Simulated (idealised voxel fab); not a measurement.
Proc. module: voxel capacitor over wiring
Cross-section cut spans 155 nm and uses square cells 5 nm in size.
We lay out every cross-section as a grid of square cells and spell it out in bands from the top down, where one band means one or more rows of cells. Per band: top height and bottom height in nm, followed by the left-to-right materials and their widths in nm; "throughout" marks a single material spanning edge to edge, "air" marks empty space. The reference from which all heights are counted is 0, the level beneath which the as-received wafer is entirely one material; the lowest band, having no lower bound, proceeds downward and is written after the example "0 and below". Width "30..40": first value at the band's top row of cells, second value at its bottom row, equal change from row to row. Where a step carries "identical to before", the cross-section came out of it unchanged, cell for cell. Reported under the label "Encapsulated voids" are the empty spaces having no open way to the top and comprising 8 cells or more; the notation for each is width x height at distance, in which the distance is measured from the left edge and all three values are in nm. If you see something after the settings on a step's line, that's the simulator's own remark about that step. overlay nm, on a step with a mask: how far to the right of its planned place the mask lay; to the left if negative.
Process steps (planned):
| 1 | RECEIVE (material Si) |
| 2 | CONFORMAL_DEP (material SiO2; thk nm 15) |
| 3 | DIRECTIONAL_DEP (material TiN; thk nm 5) |
| 4 | DIRECTIONAL_DEP (material Ru; thk nm 15) |
| 5 | DIRECTIONAL_DEP (material aC; thk nm 15) |
| 6 | PATTERN (tone cover; mask id METAL_1; material resist; width nm 25; pitch nm 95; thk nm 35; overlay nm 0) |
| 7 | DIRECTIONAL_ETCH (etch materials aC; depth nm 15) |
| 8 | STRIP (etch materials resist) |
| 9 | DIRECTIONAL_ETCH (etch materials Ru; depth nm 15) |
| 10 | DIRECTIONAL_ETCH (etch materials TiN; depth nm 5) |
| 11 | STRIP (etch materials aC) |
| 12 | CONFORMAL_DEP (material SiCN; thk nm 5) |
| 13 | FILL_DEP (material lowk; thk nm 10) |
| 14 | CMP (height nm 35) |
| 15 | CONFORMAL_DEP (material SiCN; thk nm 5) |
| 16 | DIRECTIONAL_DEP (material SiO2; thk nm 20) |
| 17 | DIRECTIONAL_DEP (material aC; thk nm 10) |
| 18 | PATTERN (tone open; mask id PLUG_1; material resist; width nm 15; thk nm 25; overlay nm 0) |
| 19 | DIRECTIONAL_ETCH (etch materials aC; depth nm 10) |
| 20 | STRIP (etch materials resist) |
| 21 | DIRECTIONAL_ETCH (etch materials SiO2; depth nm 20) |
| 22 | DIRECTIONAL_ETCH (etch materials SiCN; depth nm 5) |
| 23 | STRIP (etch materials aC) |
| 24 | EPI (material Ru; thk nm 10) |
| 25 | EPI (material Ru; thk nm 10) |
| 26 | EPI (material Ru; thk nm 5) |
| 27 | DIRECTIONAL_DEP (material TiN; thk nm 10) |
| 28 | DIRECTIONAL_DEP (material Al2O3; thk nm 5) |
| 29 | DIRECTIONAL_DEP (material TiN; thk nm 10) |
| 30 | PATTERN (tone cover; mask id UPPER_PLATE; material resist; width nm 75; thk nm 15; overlay nm 0) |
| 31 | DIRECTIONAL_ETCH (etch materials TiN; depth nm 10) |
| 32 | DIRECTIONAL_ETCH (etch materials Al2O3; depth nm 5) |
| 33 | STRIP (etch materials resist) |
| 34 | DIRECTIONAL_DEP (material aC; thk nm 10) |
| 35 | PATTERN (tone cover; mask id LOWER_PLATE; material resist; width nm 85; thk nm 30; overlay nm 0) |
| 36 | DIRECTIONAL_ETCH (etch materials aC; depth nm 10) |
| 37 | STRIP (etch materials resist) |
| 38 | DIRECTIONAL_ETCH (etch materials TiN; depth nm 10) |
| 39 | STRIP (etch materials aC) |
| 40 | FILL_DEP (material SiO2; thk nm 15) |
| 41 | CMP (height nm 95) |
| 42 | MASKED_ETCH (tone open; mask id PLUG_2; width nm 15; etch materials SiO2; depth nm 10; overlay nm 0) |
| 43 | CONFORMAL_DEP (material TiN; thk nm 5) |
| 44 | FILL_DEP (material W; thk nm 5) |
| 45 | CMP (height nm 95) |
| 46 | CONFORMAL_DEP (material SiCN; thk nm 5) |
Cross-section: wafer on arrival = after step 1:
    0 and below: Si throughout
    Encapsulated voids: none
What the wafer looks like in cross-section after this module, when it starts as shown above and follows the plan above but one mistake is made in running it:
    100 down to 95: aC throughout
    95 down to 90: SiO2 35 nm / TiN 5 nm / W 5 nm / TiN 5 nm / SiO2 105 nm
    90 down to 85: SiO2 35 nm / TiN 15 nm / SiO2 105 nm
    85 down to 75: SiO2 25 nm / TiN 75 nm / SiO2 55 nm
    75 down to 70: SiO2 25 nm / Al2O3 75 nm / SiO2 55 nm
    70 down to 60: SiO2 20 nm / TiN 85 nm / SiO2 50 nm
    60 down to 40: SiO2 25 nm / Ru 15 nm / SiO2 115 nm
    40 down to 35: SiCN 25 nm / Ru 15 nm / SiCN 115 nm
    35 down to 20: lowk 10 nm / SiCN 5 nm / Ru 25 nm / SiCN 5 nm / lowk 60 nm / SiCN 5 nm / Ru 25 nm / SiCN 5 nm / lowk 15 nm
    20 down to 15: SiCN 15 nm / TiN 25 nm / SiCN 70 nm / TiN 25 nm / SiCN 20 nm
    15 down to 0: SiO2 throughout
    0 and below: Si throughout
    Encapsulated voids: none
Against the plan, the run slipped here: step 46 was run on a setting that differed from the plan, and what really ran there is CONFORMAL_DEP (material aC; thk nm 5)
